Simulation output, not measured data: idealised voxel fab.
process module | voxel transistor to metal
cross-section cut | 250 nm wide | cells 5 nm
A cross-section is a grid of square cells, given in bands from the top down. A band is one or more rows of cells.
Each band's line starts with the height of the band's top and of its bottom, in nm. Then come its materials from left to right, each with its width in nm. One material with "throughout" fills the band from edge to edge. "air" is empty space.
Height 0 is the level under which the wafer as received is all one material. The lowest band goes on downwards, as in "0 down".
A width such as "30 to 40" changes by the same amount from each row of cells to the next, from the band's top row to its bottom row.
"no change" after a step means that no cell of the cross-section changed.
closed voids: empty space of 8 cells or more with no open way to the top, each as width x height at its distance from the left edge, in nm
after a step's settings: what the simulator itself notes on the step
overlay nm, on a step with a mask: how far to the right of its planned place the mask lay; to the left if negative
plan
1 op RECEIVE | material Si
2 op OXIDIZE | depth nm 5
3 op CONFORMAL_DEP | material SiN | thk nm 15
4 op PATTERN | tone cover | mask id ACTIVE | material resist | width nm 100 | pitch nm 120 | thk nm 15 | overlay nm 0
5 op DIRECTIONAL_ETCH | etch materials SiN | depth nm 15
6 op DIRECTIONAL_ETCH | etch materials SiO2 | depth nm 5
7 op DIRECTIONAL_ETCH | etch materials Si | depth nm 35
8 op STRIP | etch materials resist
9 op OXIDIZE | depth nm 5
10 op FILL_DEP | material SiO2 | thk nm 5
11 op CMP | height nm 15
12 op SELECTIVE_ETCH | etch materials SiO2 | depth nm 15
13 op STRIP | etch materials SiN
14 op SELECTIVE_ETCH | etch materials SiO2 | depth nm 5
15 op OXIDIZE | depth nm 5
16 op DIRECTIONAL_DEP | material polySi | thk nm 30
17 op DIRECTIONAL_DEP | material SiCN | thk nm 10
18 op MASKED_ETCH | tone cover | mask id GATE | width nm 20 | pitch nm 120 | etch materials SiCN | depth nm 20 | overlay nm 0
19 op MASKED_ETCH | tone cover | mask id GATE | width nm 20 | pitch nm 120 | etch materials polySi | depth nm 40 | overlay nm 0
20 op CONFORMAL_DEP | material SiO2 | thk nm 5
21 op DIRECTIONAL_ETCH | etch materials SiO2 | depth nm 5
22 op CONFORMAL_DEP | material SiN | thk nm 5
23 op DIRECTIONAL_ETCH | etch materials SiN | depth nm 5
24 op DIRECTIONAL_ETCH | etch materials SiO2 | depth nm 5
25 op DIRECTIONAL_ETCH | etch materials Si | depth nm 15
26 op EPI | material pSi | thk nm 15
27 op FILL_DEP | material SiO2 | thk nm 10
28 op CMP | height nm 35
29 op DIRECTIONAL_DEP | material SiO2 | thk nm 15
30 op MASKED_ETCH | tone open | mask id CONTACT | width nm 20 | etch materials SiO2 | depth nm 60 | overlay nm 0
31 op CONFORMAL_DEP | material TiN | thk nm 5
32 op FILL_DEP | material Ru | thk nm 10
33 op CMP | height nm 50
34 op CONFORMAL_DEP | material SiN | thk nm 5
35 op DIRECTIONAL_DEP | material lowk | thk nm 25
36 op DIRECTIONAL_DEP | material aC | thk nm 10
37 op PATTERN | tone open | mask id METAL_1 | material resist | width nm 20 | thk nm 25 | overlay nm 0
38 op DIRECTIONAL_ETCH | etch materials aC | depth nm 10
39 op STRIP | etch materials resist
40 op DIRECTIONAL_ETCH | etch materials lowk | depth nm 25
41 op DIRECTIONAL_ETCH | etch materials SiN | depth nm 5
42 op STRIP | etch materials aC
43 op CONFORMAL_DEP | material TiN | thk nm 5
44 op FILL_DEP | material Cu | thk nm 5
45 op CMP | height nm 80
46 op CONFORMAL_DEP | material SiCN | thk nm 5
47 op DIRECTIONAL_DEP | material lowk | thk nm 25
48 op PATTERN | tone open | mask id METAL_2 | material resist | width nm 20 | pitch nm 120 | thk nm 20 | overlay nm 0
49 op DIRECTIONAL_ETCH | etch materials lowk | depth nm 15
50 op STRIP | etch materials resist
51 op PATTERN | tone open | mask id METAL_2_HOLES | material resist | width nm 15 | pitch nm 120 | thk nm 20 | overlay nm 0
52 op DIRECTIONAL_ETCH | etch materials lowk | depth nm 10
53 op DIRECTIONAL_ETCH | etch materials SiCN | depth nm 5
54 op STRIP | etch materials resist
55 op CONFORMAL_DEP | material TiN | thk nm 5
56 op FILL_DEP | material Cu | thk nm 10
57 op CMP | height nm 110
58 op CONFORMAL_DEP | material SiN | thk nm 5
as received, after step 1
  0 down: Si throughout
  closed voids: none
first wafer at the end, as planned
  115 to 110: SiN throughout
  110 to 100: lowk 20 | TiN 5 | Cu 10 | TiN 5 | lowk 100 | TiN 5 | Cu 10 | TiN 5 | lowk 90
  100 to 95: lowk 20 | TiN 5 | Cu 5 | TiN 10 | lowk 100 | TiN 5 | Cu 5 | TiN 10 | lowk 90
  95 to 85: lowk 20 | TiN 5 | Cu 5 | TiN 5 | lowk 105 | TiN 5 | Cu 5 | TiN 5 | lowk 95
  85 to 80: SiCN 20 | TiN 15 | SiCN 105 | TiN 15 | SiCN 95
  80 to 55: lowk 20 | TiN 5 | Cu 10 | TiN 5 | lowk 50 | TiN 5 | Cu 10 | TiN 5 | lowk 30 | TiN 5 | Cu 10 | TiN 5 | lowk 50 | TiN 5 | Cu 10 | TiN 5 | lowk 20
  55 to 50: SiN 20 | TiN 20 | SiN 50 | TiN 20 | SiN 30 | TiN 20 | SiN 50 | TiN 20 | SiN 20
  50 to 35: SiO2 20 | TiN 5 | Ru 10 | TiN 5 | SiO2 50 | TiN 5 | Ru 10 | TiN 5 | SiO2 30 | TiN 5 | Ru 10 | TiN 5 | SiO2 50 | TiN 5 | Ru 10 | TiN 5 | SiO2 20
  35 to 25: SiO2 20 | TiN 5 | Ru 10 | TiN 5 | SiO2 5 | SiN 5 | SiO2 5 | SiCN 20 | SiO2 5 | SiN 5 | SiO2 5 | TiN 5 | Ru 10 | TiN 5 | SiO2 30 | TiN 5 | Ru 10 | TiN 5 | SiO2 5 | SiN 5 | SiO2 5 | SiCN 20 | SiO2 5 | SiN 5 | SiO2 5 | TiN 5 | Ru 10 | TiN 5 | SiO2 20
  25 to 10: SiO2 20 | TiN 5 | Ru 10 | TiN 5 | SiO2 5 | SiN 5 | SiO2 5 | polySi 20 | SiO2 5 | SiN 5 | SiO2 5 | TiN 5 | Ru 10 | TiN 5 | SiO2 30 | TiN 5 | Ru 10 | TiN 5 | SiO2 5 | SiN 5 | SiO2 5 | polySi 20 | SiO2 5 | SiN 5 | SiO2 5 | TiN 5 | Ru 10 | TiN 5 | SiO2 20
  10 to 5: SiO2 20 | TiN 20 | SiO2 5 | SiN 5 | SiO2 5 | polySi 20 | SiO2 5 | SiN 5 | SiO2 5 | TiN 20 | SiO2 30 | TiN 20 | SiO2 5 | SiN 5 | SiO2 5 | polySi 20 | SiO2 5 | SiN 5 | SiO2 5 | TiN 20 | SiO2 20
  5 to -5: SiO2 20 | TiN 10 | pSi 15 | SiN 5 | SiO2 5 | polySi 20 | SiO2 5 | SiN 5 | pSi 15 | TiN 10 | SiO2 30 | TiN 10 | pSi 15 | SiN 5 | SiO2 5 | polySi 20 | SiO2 5 | SiN 5 | pSi 15 | TiN 10 | SiO2 20
  -5 to -10: SiO2 20 | TiN 10 | pSi 15 | SiO2 40 | pSi 15 | TiN 10 | SiO2 30 | TiN 10 | pSi 15 | SiO2 40 | pSi 15 | TiN 10 | SiO2 20
  -10 to -25: SiO2 20 | pSi 25 | Si 40 | pSi 25 | SiO2 30 | pSi 25 | Si 40 | pSi 25 | SiO2 20
  -25 to -45: SiO2 20 | Si 90 | SiO2 30 | Si 90 | SiO2 20
  -45 down: Si throughout
  closed voids: none
second wafer at the end: like start, like plan, one mistake
  115 to 110: SiN throughout
  110 to 100: lowk 20 | TiN 5 | Cu 10 | TiN 5 | lowk 100 | TiN 5 | Cu 10 | TiN 5 | lowk 90
  100 to 95: lowk 20 | TiN 5 | Cu 5 | TiN 10 | lowk 100 | TiN 5 | Cu 5 | TiN 10 | lowk 90
  95 to 85: lowk 20 | TiN 5 | Cu 5 | TiN 5 | lowk 105 | TiN 5 | Cu 5 | TiN 5 | lowk 95
  85 to 80: SiCN 20 | TiN 15 | SiCN 105 | TiN 15 | SiCN 95
  80 to 55: lowk 20 | TiN 5 | Cu 10 | TiN 5 | lowk 50 | TiN 5 | Cu 10 | TiN 5 | lowk 30 | TiN 5 | Cu 10 | TiN 5 | lowk 50 | TiN 5 | Cu 10 | TiN 5 | lowk 20
  55 to 50: SiN 20 | TiN 20 | SiN 50 | TiN 20 | SiN 30 | TiN 20 | SiN 50 | TiN 20 | SiN 20
  50 to 35: SiO2 20 | TiN 5 | Ru 10 | TiN 5 | SiO2 50 | TiN 5 | Ru 10 | TiN 5 | SiO2 30 | TiN 5 | Ru 10 | TiN 5 | SiO2 50 | TiN 5 | Ru 10 | TiN 5 | SiO2 20
  35 to 25: SiO2 20 | TiN 5 | Ru 10 | TiN 5 | SiO2 10 | SiN 5 | SiCN 20 | SiN 5 | SiO2 10 | TiN 5 | Ru 10 | TiN 5 | SiO2 30 | TiN 5 | Ru 10 | TiN 5 | SiO2 10 | SiN 5 | SiCN 20 | SiN 5 | SiO2 10 | TiN 5 | Ru 10 | TiN 5 | SiO2 20
  25 to 10: SiO2 20 | TiN 5 | Ru 10 | TiN 5 | SiO2 10 | SiN 5 | polySi 20 | SiN 5 | SiO2 10 | TiN 5 | Ru 10 | TiN 5 | SiO2 30 | TiN 5 | Ru 10 | TiN 5 | SiO2 10 | SiN 5 | polySi 20 | SiN 5 | SiO2 10 | TiN 5 | Ru 10 | TiN 5 | SiO2 20
  10 to 5: SiO2 20 | TiN 5 | Ru 5 | TiN 10 | SiO2 10 | SiN 5 | polySi 20 | SiN 5 | SiO2 10 | TiN 10 | Ru 5 | TiN 5 | SiO2 30 | TiN 5 | Ru 5 | TiN 10 | SiO2 10 | SiN 5 | polySi 20 | SiN 5 | SiO2 10 | TiN 10 | Ru 5 | TiN 5 | SiO2 20
  5 to -5: SiO2 20 | TiN 5 | Ru 5 | TiN 5 | pSi 15 | SiN 5 | polySi 20 | SiN 5 | pSi 15 | TiN 5 | Ru 5 | TiN 5 | SiO2 30 | TiN 5 | Ru 5 | TiN 5 | pSi 15 | SiN 5 | polySi 20 | SiN 5 | pSi 15 | TiN 5 | Ru 5 | TiN 5 | SiO2 20
  -5 to -10: SiO2 20 | TiN 15 | pSi 15 | SiN 5 | SiO2 20 | SiN 5 | pSi 15 | TiN 15 | SiO2 30 | TiN 15 | pSi 15 | SiN 5 | SiO2 20 | SiN 5 | pSi 15 | TiN 15 | SiO2 20
  -10 to -15: SiO2 15 | pSi 35 | Si 30 | pSi 35 | SiO2 20 | pSi 35 | Si 30 | pSi 35 | SiO2 15
  -15 to -25: SiO2 20 | pSi 30 | Si 30 | pSi 30 | SiO2 30 | pSi 30 | Si 30 | pSi 30 | SiO2 20
  -25 to -45: SiO2 20 | Si 90 | SiO2 30 | Si 90 | SiO2 20
  -45 down: Si throughout
  closed voids: none
what went wrong: step 20 was left out
at the end the second wafer has, in cells: 12 more of Ru | 12 fewer of Si | 4 more of SiN | 20 fewer of SiO2 | 16 more of pSi
